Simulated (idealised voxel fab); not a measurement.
Herein follows the process module entitled voxel transistor to metal.
For reference, the cross-section in this document is cut, with width 250 nm and square cells of 5 nm.
If you're reading a cross-section in this doc, picture square cells in a grid; it comes to you as bands, top ones listed first down to the bottom, and a band can be one or more rows of cells.
The band entry comprises the height of the band's top followed by the height of its bottom, expressed in nm, and subsequently the band's materials from left to right, each stated together with its width in nm. Where a single material is marked with the word "everywhere", that material fills the band from edge to edge. The word "blank" represents empty space.
For the purposes of this specification, 0 denotes the height below which the wafer in its as-received condition is composed wholly of one material, and the lowermost band, lacking a lower limit, extends downward without end, as expressed in "0 down".
The notation "30->40" denotes a width that varies across the rows of cells in the band, beginning at the first number in the top row, finishing at the second number in the bottom row, and changing by an identical amount from each row to the next.
"nothing was modified" (step): cross-section cells unchanged, all of them.
You'll see "Closed internal cavities" listing empty spaces that have no way open to the top, as long as they're 8 cells or more; the notation is width x height at distance, where the distance is from the left edge, and all of it is in nm.
The remark found on a step's line after its settings is issued by the simulator itself and pertains to that step.
What "overlay nm" on a step's line means: if the step has a mask, that mask lay this far to the right of its planned place, or, when the value is negative, to the left.

The planned process steps are enumerated hereunder:
1 RECEIVE, material Si
2 CONFORMAL_DEP, material SiO2, thk nm 5
3 CONFORMAL_DEP, material SiN, thk nm 15
4 MASKED_ETCH, tone cover, mask id ACTIVE, width nm 85, pitch nm 115, etch materials SiN, depth nm 15, overlay nm 0
5 MASKED_ETCH, tone cover, mask id ACTIVE, width nm 85, pitch nm 115, etch materials SiO2, depth nm 5, overlay nm 0
6 MASKED_ETCH, tone cover, mask id ACTIVE, width nm 85, pitch nm 115, etch materials Si, depth nm 20, overlay nm 0
7 OXIDIZE, depth nm 5
8 FILL_DEP, material SiO2, thk nm 5
9 CMP, height nm 20
10 SELECTIVE_ETCH, etch materials SiO2, depth nm 15
11 STRIP, etch materials SiN
12 SELECTIVE_ETCH, etch materials SiO2, depth nm 5
13 OXIDIZE, depth nm 5
14 DIRECTIONAL_DEP, material polySi, thk nm 30
15 DIRECTIONAL_DEP, material SiCN, thk nm 15
16 PATTERN, tone cover, mask id GATE, material resist, width nm 15, pitch nm 115, thk nm 20, overlay nm 0
17 DIRECTIONAL_ETCH, etch materials SiCN, depth nm 25
18 DIRECTIONAL_ETCH, etch materials polySi, depth nm 40
19 STRIP, etch materials resist
20 CONFORMAL_DEP, material SiN, thk nm 5
21 DIRECTIONAL_ETCH, etch materials SiN, depth nm 5
22 DIRECTIONAL_ETCH, etch materials SiO2, depth nm 5
23 DIRECTIONAL_ETCH, etch materials Si, depth nm 10
24 EPI, material nSi, thk nm 10
25 FILL_DEP, material SiO2, thk nm 10
26 CMP, height nm 45
27 DIRECTIONAL_DEP, material SiO2, thk nm 15
28 PATTERN, tone open, mask id CONTACT, material resist, width nm 15, thk nm 15, overlay nm 0
29 DIRECTIONAL_ETCH, etch materials SiO2, depth nm 65
30 STRIP, etch materials resist
31 CONFORMAL_DEP, material TiN, thk nm 5
32 FILL_DEP, material W, thk nm 5
33 CMP, height nm 60
34 DIRECTIONAL_DEP, material TiN, thk nm 5
35 DIRECTIONAL_DEP, material W, thk nm 15
36 DIRECTIONAL_DEP, material aC, thk nm 10
37 PATTERN, tone cover, mask id METAL_1, material resist, width nm 15, thk nm 25, overlay nm 0
38 DIRECTIONAL_ETCH, etch materials aC, depth nm 10
39 STRIP, etch materials resist
40 DIRECTIONAL_ETCH, etch materials W, depth nm 15
41 DIRECTIONAL_ETCH, etch materials TiN, depth nm 5
42 STRIP, etch materials aC
43 CONFORMAL_DEP, material SiCN, thk nm 5
44 FILL_DEP, material lowk, thk nm 10
45 CMP, height nm 80
46 CONFORMAL_DEP, material SiCN, thk nm 5

First wafer, two in total, run as planned:

Cross-section of the incoming wafer, state after step 1:
0 down  Si everywhere
Closed internal cavities: none

Wafer xsec, post step 2:
5 to 0  SiO2 everywhere
Beneath the level 0, the cross-section is identical to its previous state.

Wafer xsec, post step 3:
20 to 5  SiN everywhere
Beneath the level 5, the cross-section is identical to its previous state.

Wafer xsec, post step 4:
20 to 5  25 nm blank / 85 nm SiN / 30 nm blank / 85 nm SiN / 25 nm blank
Beneath the level 5, the cross-section is identical to its previous state.

Wafer xsec, post step 5:
20 to 5  25 nm blank / 85 nm SiN / 30 nm blank / 85 nm SiN / 25 nm blank
5 to 0  25 nm blank / 85 nm SiO2 / 30 nm blank / 85 nm SiO2 / 25 nm blank
Beneath the level 0, the cross-section is identical to its previous state.

Wafer xsec, post step 6:
20 to 5  25 nm blank / 85 nm SiN / 30 nm blank / 85 nm SiN / 25 nm blank
5 to 0  25 nm blank / 85 nm SiO2 / 30 nm blank / 85 nm SiO2 / 25 nm blank
0 to -20  25 nm blank / 85 nm Si / 30 nm blank / 85 nm Si / 25 nm blank
Beneath the level -20, the cross-section is identical to its previous state.

Wafer xsec, post step 7:
20 to 5  25 nm blank / 85 nm SiN / 30 nm blank / 85 nm SiN / 25 nm blank
5 to 0  25 nm blank / 85 nm SiO2 / 30 nm blank / 85 nm SiO2 / 25 nm blank
0 to -20  25 nm blank / 5 nm SiO2 / 75 nm Si / 5 nm SiO2 / 30 nm blank / 5 nm SiO2 / 75 nm Si / 5 nm SiO2 / 25 nm blank
-20 to -25  30 nm SiO2 / 75 nm Si / 40 nm SiO2 / 75 nm Si / 30 nm SiO2
Beneath the level -25, the cross-section is identical to its previous state.

Wafer xsec, post step 8:
25 to 20  SiO2 everywhere
20 to 5  25 nm SiO2 / 85 nm SiN / 30 nm SiO2 / 85 nm SiN / 25 nm SiO2
5 to 0  SiO2 everywhere
0 to -25  30 nm SiO2 / 75 nm Si / 40 nm SiO2 / 75 nm Si / 30 nm SiO2
Beneath the level -25, the cross-section is identical to its previous state.

Wafer xsec, post step 9:
20 to 5  25 nm SiO2 / 85 nm SiN / 30 nm SiO2 / 85 nm SiN / 25 nm SiO2
Beneath the level 5, the cross-section is identical to its previous state.

Wafer xsec, post step 10:
20 to 5  25 nm blank / 85 nm SiN / 30 nm blank / 85 nm SiN / 25 nm blank
Beneath the level 5, the cross-section is identical to its previous state.

Wafer xsec, post step 11:
5 to 0  SiO2 everywhere
Beneath the level 0, the cross-section is identical to its previous state.

Wafer xsec, post step 12:
0 to -25  30 nm SiO2 / 75 nm Si / 40 nm SiO2 / 75 nm Si / 30 nm SiO2
Beneath the level -25, the cross-section is identical to its previous state.

Wafer xsec, post step 13:
0 to -5  SiO2 everywhere
Beneath the level -5, the cross-section is identical to its previous state.

Wafer xsec, post step 14:
30 to 0  polySi everywhere
Beneath the level 0, the cross-section is identical to its previous state.

Wafer xsec, post step 15:
45 to 30  SiCN everywhere
Beneath the level 30, the cross-section is identical to its previous state.

Wafer xsec, post step 16:
65 to 45  60 nm blank / 15 nm resist / 100 nm blank / 15 nm resist / 60 nm blank
Beneath the level 45, the cross-section is identical to its previous state.

Wafer xsec, post step 17:
65 to 45  60 nm blank / 15 nm resist / 100 nm blank / 15 nm resist / 60 nm blank
45 to 30  60 nm blank / 15 nm SiCN / 100 nm blank / 15 nm SiCN / 60 nm blank
Beneath the level 30, the cross-section is identical to its previous state.

Wafer xsec, post step 18:
65 to 45  60 nm blank / 15 nm resist / 100 nm blank / 15 nm resist / 60 nm blank
45 to 30  60 nm blank / 15 nm SiCN / 100 nm blank / 15 nm SiCN / 60 nm blank
30 to 0  60 nm blank / 15 nm polySi / 100 nm blank / 15 nm polySi / 60 nm blank
Beneath the level 0, the cross-section is identical to its previous state.

Wafer xsec, post step 19:
45 to 30  60 nm blank / 15 nm SiCN / 100 nm blank / 15 nm SiCN / 60 nm blank
Beneath the level 30, the cross-section is identical to its previous state.

Wafer xsec, post step 20:
50 to 45  55 nm blank / 25 nm SiN / 90 nm blank / 25 nm SiN / 55 nm blank
45 to 30  55 nm blank / 5 nm SiN / 15 nm SiCN / 5 nm SiN / 90 nm blank / 5 nm SiN / 15 nm SiCN / 5 nm SiN / 55 nm blank
30 to 5  55 nm blank / 5 nm SiN / 15 nm polySi / 5 nm SiN / 90 nm blank / 5 nm SiN / 15 nm polySi / 5 nm SiN / 55 nm blank
5 to 0  60 nm SiN / 15 nm polySi / 100 nm SiN / 15 nm polySi / 60 nm SiN
Beneath the level 0, the cross-section is identical to its previous state.

Wafer xsec, post step 21:
45 to 30  55 nm blank / 5 nm SiN / 15 nm SiCN / 5 nm SiN / 90 nm blank / 5 nm SiN / 15 nm SiCN / 5 nm SiN / 55 nm blank
30 to 0  55 nm blank / 5 nm SiN / 15 nm polySi / 5 nm SiN / 90 nm blank / 5 nm SiN / 15 nm polySi / 5 nm SiN / 55 nm blank
Beneath the level 0, the cross-section is identical to its previous state.

Wafer xsec, post step 22:
45 to 30  55 nm blank / 5 nm SiN / 15 nm SiCN / 5 nm SiN / 90 nm blank / 5 nm SiN / 15 nm SiCN / 5 nm SiN / 55 nm blank
30 to 0  55 nm blank / 5 nm SiN / 15 nm polySi / 5 nm SiN / 90 nm blank / 5 nm SiN / 15 nm polySi / 5 nm SiN / 55 nm blank
0 to -5  55 nm blank / 25 nm SiO2 / 90 nm blank / 25 nm SiO2 / 55 nm blank
Beneath the level -5, the cross-section is identical to its previous state.

Wafer xsec, post step 23:
45 to 30  55 nm blank / 5 nm SiN / 15 nm SiCN / 5 nm SiN / 90 nm blank / 5 nm SiN / 15 nm SiCN / 5 nm SiN / 55 nm blank
30 to 0  55 nm blank / 5 nm SiN / 15 nm polySi / 5 nm SiN / 90 nm blank / 5 nm SiN / 15 nm polySi / 5 nm SiN / 55 nm blank
0 to -5  55 nm blank / 25 nm SiO2 / 90 nm blank / 25 nm SiO2 / 55 nm blank
-5 to -15  30 nm SiO2 / 25 nm blank / 25 nm Si / 25 nm blank / 40 nm SiO2 / 25 nm blank / 25 nm Si / 25 nm blank / 30 nm SiO2
Beneath the level -15, the cross-section is identical to its previous state.

Wafer xsec, post step 24:
45 to 30  55 nm blank / 5 nm SiN / 15 nm SiCN / 5 nm SiN / 90 nm blank / 5 nm SiN / 15 nm SiCN / 5 nm SiN / 55 nm blank
30 to 5  55 nm blank / 5 nm SiN / 15 nm polySi / 5 nm SiN / 90 nm blank / 5 nm SiN / 15 nm polySi / 5 nm SiN / 55 nm blank
5 to 0  45 nm blank / 10 nm nSi / 5 nm SiN / 15 nm polySi / 5 nm SiN / 10 nm nSi / 70 nm blank / 10 nm nSi / 5 nm SiN / 15 nm polySi / 5 nm SiN / 10 nm nSi / 45 nm blank
0 to -5  45 nm blank / 10 nm nSi / 25 nm SiO2 / 10 nm nSi / 70 nm blank / 10 nm nSi / 25 nm SiO2 / 10 nm nSi / 45 nm blank
-5 to -15  30 nm SiO2 / 25 nm nSi / 25 nm Si / 25 nm nSi / 40 nm SiO2 / 25 nm nSi / 25 nm Si / 25 nm nSi / 30 nm SiO2
Beneath the level -15, the cross-section is identical to its previous state.

Wafer xsec, post step 25:
55 to 45  SiO2 everywhere
45 to 30  55 nm SiO2 / 5 nm SiN / 15 nm SiCN / 5 nm SiN / 90 nm SiO2 / 5 nm SiN / 15 nm SiCN / 5 nm SiN / 55 nm SiO2
30 to 5  55 nm SiO2 / 5 nm SiN / 15 nm polySi / 5 nm SiN / 90 nm SiO2 / 5 nm SiN / 15 nm polySi / 5 nm SiN / 55 nm SiO2
5 to 0  45 nm SiO2 / 10 nm nSi / 5 nm SiN / 15 nm polySi / 5 nm SiN / 10 nm nSi / 70 nm SiO2 / 10 nm nSi / 5 nm SiN / 15 nm polySi / 5 nm SiN / 10 nm nSi / 45 nm SiO2
0 to -5  45 nm SiO2 / 10 nm nSi / 25 nm SiO2 / 10 nm nSi / 70 nm SiO2 / 10 nm nSi / 25 nm SiO2 / 10 nm nSi / 45 nm SiO2
Beneath the level -5, the cross-section is identical to its previous state.

Wafer xsec, post step 26:
45 to 30  55 nm SiO2 / 5 nm SiN / 15 nm SiCN / 5 nm SiN / 90 nm SiO2 / 5 nm SiN / 15 nm SiCN / 5 nm SiN / 55 nm SiO2
Beneath the level 30, the cross-section is identical to its previous state.

Wafer xsec, post step 27:
60 to 45  SiO2 everywhere
Beneath the level 45, the cross-section is identical to its previous state.

Wafer xsec, post step 28:
75 to 60  30 nm resist / 15 nm blank / 45 nm resist / 15 nm blank / 40 nm resist / 15 nm blank / 45 nm resist / 15 nm blank / 30 nm resist
Beneath the level 60, the cross-section is identical to its previous state.

Wafer xsec, post step 29:
75 to 60  30 nm resist / 15 nm blank / 45 nm resist / 15 nm blank / 40 nm resist / 15 nm blank / 45 nm resist / 15 nm blank / 30 nm resist
60 to 45  30 nm SiO2 / 15 nm blank / 45 nm SiO2 / 15 nm blank / 40 nm SiO2 / 15 nm blank / 45 nm SiO2 / 15 nm blank / 30 nm SiO2
45 to 30  30 nm SiO2 / 15 nm blank / 10 nm SiO2 / 5 nm SiN / 15 nm SiCN / 5 nm SiN / 10 nm SiO2 / 15 nm blank / 40 nm SiO2 / 15 nm blank / 10 nm SiO2 / 5 nm SiN / 15 nm SiCN / 5 nm SiN / 10 nm SiO2 / 15 nm blank / 30 nm SiO2
30 to 5  30 nm SiO2 / 15 nm blank / 10 nm SiO2 / 5 nm SiN / 15 nm polySi / 5 nm SiN / 10 nm SiO2 / 15 nm blank / 40 nm SiO2 / 15 nm blank / 10 nm SiO2 / 5 nm SiN / 15 nm polySi / 5 nm SiN / 10 nm SiO2 / 15 nm blank / 30 nm SiO2
5 to 0  30 nm SiO2 / 15 nm blank / 10 nm nSi / 5 nm SiN / 15 nm polySi / 5 nm SiN / 10 nm nSi / 15 nm blank / 40 nm SiO2 / 15 nm blank / 10 nm nSi / 5 nm SiN / 15 nm polySi / 5 nm SiN / 10 nm nSi / 15 nm blank / 30 nm SiO2
0 to -5  30 nm SiO2 / 15 nm blank / 10 nm nSi / 25 nm SiO2 / 10 nm nSi / 15 nm blank / 40 nm SiO2 / 15 nm blank / 10 nm nSi / 25 nm SiO2 / 10 nm nSi / 15 nm blank / 30 nm SiO2
Beneath the level -5, the cross-section is identical to its previous state.

Wafer xsec, post step 30:
60 to 45  30 nm SiO2 / 15 nm blank / 45 nm SiO2 / 15 nm blank / 40 nm SiO2 / 15 nm blank / 45 nm SiO2 / 15 nm blank / 30 nm SiO2
Beneath the level 45, the cross-section is identical to its previous state.

Wafer xsec, post step 31:
65 to 60  35 nm TiN / 5 nm blank / 55 nm TiN / 5 nm blank / 50 nm TiN / 5 nm blank / 55 nm TiN / 5 nm blank / 35 nm TiN
60 to 45  30 nm SiO2 / 5 nm TiN / 5 nm blank / 5 nm TiN / 45 nm SiO2 / 5 nm TiN / 5 nm blank / 5 nm TiN / 40 nm SiO2 / 5 nm TiN / 5 nm blank / 5 nm TiN / 45 nm SiO2 / 5 nm TiN / 5 nm blank / 5 nm TiN / 30 nm SiO2
45 to 30  30 nm SiO2 / 5 nm TiN / 5 nm blank / 5 nm TiN / 10 nm SiO2 / 5 nm SiN / 15 nm SiCN / 5 nm SiN / 10 nm SiO2 / 5 nm TiN / 5 nm blank / 5 nm TiN / 40 nm SiO2 / 5 nm TiN / 5 nm blank / 5 nm TiN / 10 nm SiO2 / 5 nm SiN / 15 nm SiCN / 5 nm SiN / 10 nm SiO2 / 5 nm TiN / 5 nm blank / 5 nm TiN / 30 nm SiO2
30 to 5  30 nm SiO2 / 5 nm TiN / 5 nm blank / 5 nm TiN / 10 nm SiO2 / 5 nm SiN / 15 nm polySi / 5 nm SiN / 10 nm SiO2 / 5 nm TiN / 5 nm blank / 5 nm TiN / 40 nm SiO2 / 5 nm TiN / 5 nm blank / 5 nm TiN / 10 nm SiO2 / 5 nm SiN / 15 nm polySi / 5 nm SiN / 10 nm SiO2 / 5 nm TiN / 5 nm blank / 5 nm TiN / 30 nm SiO2
5 to 0  30 nm SiO2 / 5 nm TiN / 5 nm blank / 5 nm TiN / 10 nm nSi / 5 nm SiN / 15 nm polySi / 5 nm SiN / 10 nm nSi / 5 nm TiN / 5 nm blank / 5 nm TiN / 40 nm SiO2 / 5 nm TiN / 5 nm blank / 5 nm TiN / 10 nm nSi / 5 nm SiN / 15 nm polySi / 5 nm SiN / 10 nm nSi / 5 nm TiN / 5 nm blank / 5 nm TiN / 30 nm SiO2
0 to -5  30 nm SiO2 / 15 nm TiN / 10 nm nSi / 25 nm SiO2 / 10 nm nSi / 15 nm TiN / 40 nm SiO2 / 15 nm TiN / 10 nm nSi / 25 nm SiO2 / 10 nm nSi / 15 nm TiN / 30 nm SiO2
Beneath the level -5, the cross-section is identical to its previous state.

Wafer xsec, post step 32:
70 to 65  W everywhere
65 to 60  35 nm TiN / 5 nm W / 55 nm TiN / 5 nm W / 50 nm TiN / 5 nm W / 55 nm TiN / 5 nm W / 35 nm TiN
60 to 45  30 nm SiO2 / 5 nm TiN / 5 nm W / 5 nm TiN / 45 nm SiO2 / 5 nm TiN / 5 nm W / 5 nm TiN / 40 nm SiO2 / 5 nm TiN / 5 nm W / 5 nm TiN / 45 nm SiO2 / 5 nm TiN / 5 nm W / 5 nm TiN / 30 nm SiO2
45 to 30  30 nm SiO2 / 5 nm TiN / 5 nm W / 5 nm TiN / 10 nm SiO2 / 5 nm SiN / 15 nm SiCN / 5 nm SiN / 10 nm SiO2 / 5 nm TiN / 5 nm W / 5 nm TiN / 40 nm SiO2 / 5 nm TiN / 5 nm W / 5 nm TiN / 10 nm SiO2 / 5 nm SiN / 15 nm SiCN / 5 nm SiN / 10 nm SiO2 / 5 nm TiN / 5 nm W / 5 nm TiN / 30 nm SiO2
30 to 5  30 nm SiO2 / 5 nm TiN / 5 nm W / 5 nm TiN / 10 nm SiO2 / 5 nm SiN / 15 nm polySi / 5 nm SiN / 10 nm SiO2 / 5 nm TiN / 5 nm W / 5 nm TiN / 40 nm SiO2 / 5 nm TiN / 5 nm W / 5 nm TiN / 10 nm SiO2 / 5 nm SiN / 15 nm polySi / 5 nm SiN / 10 nm SiO2 / 5 nm TiN / 5 nm W / 5 nm TiN / 30 nm SiO2
5 to 0  30 nm SiO2 / 5 nm TiN / 5 nm W / 5 nm TiN / 10 nm nSi / 5 nm SiN / 15 nm polySi / 5 nm SiN / 10 nm nSi / 5 nm TiN / 5 nm W / 5 nm TiN / 40 nm SiO2 / 5 nm TiN / 5 nm W / 5 nm TiN / 10 nm nSi / 5 nm SiN / 15 nm polySi / 5 nm SiN / 10 nm nSi / 5 nm TiN / 5 nm W / 5 nm TiN / 30 nm SiO2
Beneath the level 0, the cross-section is identical to its previous state.

Wafer xsec, post step 33:
60 to 45  30 nm SiO2 / 5 nm TiN / 5 nm W / 5 nm TiN / 45 nm SiO2 / 5 nm TiN / 5 nm W / 5 nm TiN / 40 nm SiO2 / 5 nm TiN / 5 nm W / 5 nm TiN / 45 nm SiO2 / 5 nm TiN / 5 nm W / 5 nm TiN / 30 nm SiO2
Beneath the level 45, the cross-section is identical to its previous state.

Wafer xsec, post step 34:
65 to 60  TiN everywhere
Beneath the level 60, the cross-section is identical to its previous state.

Wafer xsec, post step 35:
80 to 65  W everywhere
Beneath the level 65, the cross-section is identical to its previous state.

Wafer xsec, post step 36:
90 to 80  aC everywhere
Beneath the level 80, the cross-section is identical to its previous state.

Wafer xsec, post step 37:
115 to 90  30 nm blank / 15 nm resist / 45 nm blank / 15 nm resist / 40 nm blank / 15 nm resist / 45 nm blank / 15 nm resist / 30 nm blank
Beneath the level 90, the cross-section is identical to its previous state.

Wafer xsec, post step 38:
105 to 90  30 nm blank / 15 nm resist / 45 nm blank / 15 nm resist / 40 nm blank / 15 nm resist / 45 nm blank / 15 nm resist / 30 nm blank
90 to 80  30 nm blank / 15 nm aC / 45 nm blank / 15 nm aC / 40 nm blank / 15 nm aC / 45 nm blank / 15 nm aC / 30 nm blank
Beneath the level 80, the cross-section is identical to its previous state.

Wafer xsec, post step 39:
90 to 80  30 nm blank / 15 nm aC / 45 nm blank / 15 nm aC / 40 nm blank / 15 nm aC / 45 nm blank / 15 nm aC / 30 nm blank
Beneath the level 80, the cross-section is identical to its previous state.

Wafer xsec, post step 40:
90 to 80  30 nm blank / 15 nm aC / 45 nm blank / 15 nm aC / 40 nm blank / 15 nm aC / 45 nm blank / 15 nm aC / 30 nm blank
80 to 65  30 nm blank / 15 nm W / 45 nm blank / 15 nm W / 40 nm blank / 15 nm W / 45 nm blank / 15 nm W / 30 nm blank
Beneath the level 65, the cross-section is identical to its previous state.

Wafer xsec, post step 41:
90 to 80  30 nm blank / 15 nm aC / 45 nm blank / 15 nm aC / 40 nm blank / 15 nm aC / 45 nm blank / 15 nm aC / 30 nm blank
80 to 65  30 nm blank / 15 nm W / 45 nm blank / 15 nm W / 40 nm blank / 15 nm W / 45 nm blank / 15 nm W / 30 nm blank
65 to 60  30 nm blank / 15 nm TiN / 45 nm blank / 15 nm TiN / 40 nm blank / 15 nm TiN / 45 nm blank / 15 nm TiN / 30 nm blank
Beneath the level 60, the cross-section is identical to its previous state.

Wafer xsec, post step 42:
80 to 65  30 nm blank / 15 nm W / 45 nm blank / 15 nm W / 40 nm blank / 15 nm W / 45 nm blank / 15 nm W / 30 nm blank
Beneath the level 65, the cross-section is identical to its previous state.

Wafer xsec, post step 43:
85 to 80  25 nm blank / 25 nm SiCN / 35 nm blank / 25 nm SiCN / 30 nm blank / 25 nm SiCN / 35 nm blank / 25 nm SiCN / 25 nm blank
80 to 65  25 nm blank / 5 nm SiCN / 15 nm W / 5 nm SiCN / 35 nm blank / 5 nm SiCN / 15 nm W / 5 nm SiCN / 30 nm blank / 5 nm SiCN / 15 nm W / 5 nm SiCN / 35 nm blank / 5 nm SiCN / 15 nm W / 5 nm SiCN / 25 nm blank
65 to 60  30 nm SiCN / 15 nm TiN / 45 nm SiCN / 15 nm TiN / 40 nm SiCN / 15 nm TiN / 45 nm SiCN / 15 nm TiN / 30 nm SiCN
Beneath the level 60, the cross-section is identical to its previous state.

Wafer xsec, post step 44:
95 to 85  lowk everywhere
85 to 80  25 nm lowk / 25 nm SiCN / 35 nm lowk / 25 nm SiCN / 30 nm lowk / 25 nm SiCN / 35 nm lowk / 25 nm SiCN / 25 nm lowk
80 to 65  25 nm lowk / 5 nm SiCN / 15 nm W / 5 nm SiCN / 35 nm lowk / 5 nm SiCN / 15 nm W / 5 nm SiCN / 30 nm lowk / 5 nm SiCN / 15 nm W / 5 nm SiCN / 35 nm lowk / 5 nm SiCN / 15 nm W / 5 nm SiCN / 25 nm lowk
Beneath the level 65, the cross-section is identical to its previous state.

Wafer xsec, post step 45:
80 to 65  25 nm lowk / 5 nm SiCN / 15 nm W / 5 nm SiCN / 35 nm lowk / 5 nm SiCN / 15 nm W / 5 nm SiCN / 30 nm lowk / 5 nm SiCN / 15 nm W / 5 nm SiCN / 35 nm lowk / 5 nm SiCN / 15 nm W / 5 nm SiCN / 25 nm lowk
Beneath the level 65, the cross-section is identical to its previous state.

Wafer xsec, post step 46:
85 to 80  SiCN everywhere
Beneath the level 80, the cross-section is identical to its previous state.

Second wafer, same starting conditions and recipe as the first, one mistake in executing it, nothing differs from the first up to and including step 36:

X-section, second wafer, when step 37 was due to finish:
115 to 90  30 nm resist / 15 nm blank / 45 nm resist / 15 nm blank / 40 nm resist / 15 nm blank / 45 nm resist / 15 nm blank / 30 nm resist
Beneath the level 90, the cross-section is identical to its previous state.

X-section, second wafer, when step 38 was due to finish:
105 to 90  30 nm resist / 15 nm blank / 45 nm resist / 15 nm blank / 40 nm resist / 15 nm blank / 45 nm resist / 15 nm blank / 30 nm resist
90 to 80  30 nm aC / 15 nm blank / 45 nm aC / 15 nm blank / 40 nm aC / 15 nm blank / 45 nm aC / 15 nm blank / 30 nm aC
Beneath the level 80, the cross-section is identical to its previous state.

X-section, second wafer, when step 39 was due to finish:
90 to 80  30 nm aC / 15 nm blank / 45 nm aC / 15 nm blank / 40 nm aC / 15 nm blank / 45 nm aC / 15 nm blank / 30 nm aC
Beneath the level 80, the cross-section is identical to its previous state.

X-section, second wafer, when step 40 was due to finish:
90 to 80  30 nm aC / 15 nm blank / 45 nm aC / 15 nm blank / 40 nm aC / 15 nm blank / 45 nm aC / 15 nm blank / 30 nm aC
80 to 65  30 nm W / 15 nm blank / 45 nm W / 15 nm blank / 40 nm W / 15 nm blank / 45 nm W / 15 nm blank / 30 nm W
Beneath the level 65, the cross-section is identical to its previous state.

X-section, second wafer, when step 41 was due to finish:
90 to 80  30 nm aC / 15 nm blank / 45 nm aC / 15 nm blank / 40 nm aC / 15 nm blank / 45 nm aC / 15 nm blank / 30 nm aC
80 to 65  30 nm W / 15 nm blank / 45 nm W / 15 nm blank / 40 nm W / 15 nm blank / 45 nm W / 15 nm blank / 30 nm W
65 to 60  30 nm TiN / 15 nm blank / 45 nm TiN / 15 nm blank / 40 nm TiN / 15 nm blank / 45 nm TiN / 15 nm blank / 30 nm TiN
Beneath the level 60, the cross-section is identical to its previous state.

X-section, second wafer, when step 42 was due to finish:
80 to 65  30 nm W / 15 nm blank / 45 nm W / 15 nm blank / 40 nm W / 15 nm blank / 45 nm W / 15 nm blank / 30 nm W
Beneath the level 65, the cross-section is identical to its previous state.

X-section, second wafer, when step 43 was due to finish:
85 to 80  35 nm SiCN / 5 nm blank / 55 nm SiCN / 5 nm blank / 50 nm SiCN / 5 nm blank / 55 nm SiCN / 5 nm blank / 35 nm SiCN
80 to 65  30 nm W / 5 nm SiCN / 5 nm blank / 5 nm SiCN / 45 nm W / 5 nm SiCN / 5 nm blank / 5 nm SiCN / 40 nm W / 5 nm SiCN / 5 nm blank / 5 nm SiCN / 45 nm W / 5 nm SiCN / 5 nm blank / 5 nm SiCN / 30 nm W
65 to 60  30 nm TiN / 15 nm SiCN / 45 nm TiN / 15 nm SiCN / 40 nm TiN / 15 nm SiCN / 45 nm TiN / 15 nm SiCN / 30 nm TiN
Beneath the level 60, the cross-section is identical to its previous state.

X-section, second wafer, when step 44 was due to finish:
95 to 85  lowk everywhere
85 to 80  35 nm SiCN / 5 nm lowk / 55 nm SiCN / 5 nm lowk / 50 nm SiCN / 5 nm lowk / 55 nm SiCN / 5 nm lowk / 35 nm SiCN
80 to 65  30 nm W / 5 nm SiCN / 5 nm lowk / 5 nm SiCN / 45 nm W / 5 nm SiCN / 5 nm lowk / 5 nm SiCN / 40 nm W / 5 nm SiCN / 5 nm lowk / 5 nm SiCN / 45 nm W / 5 nm SiCN / 5 nm lowk / 5 nm SiCN / 30 nm W
Beneath the level 65, the cross-section is identical to its previous state.

X-section, second wafer, when step 45 was due to finish:
80 to 65  30 nm W / 5 nm SiCN / 5 nm lowk / 5 nm SiCN / 45 nm W / 5 nm SiCN / 5 nm lowk / 5 nm SiCN / 40 nm W / 5 nm SiCN / 5 nm lowk / 5 nm SiCN / 45 nm W / 5 nm SiCN / 5 nm lowk / 5 nm SiCN / 30 nm W
Beneath the level 65, the cross-section is identical to its previous state.

X-section, second wafer, when step 46 was due to finish:
85 to 80  SiCN everywhere
Beneath the level 80, the cross-section is identical to its previous state.
Deviation from plan: step 37, actual vs plan mismatch, actual run PATTERN, tone open, mask id METAL_1, material resist, width nm 15, thk nm 25, overlay nm 0
The closing comparison, in cells, has the second wafer with more or fewer of some materials than the first: -26 SiCN | +26 TiN | +78 W | -78 lowk
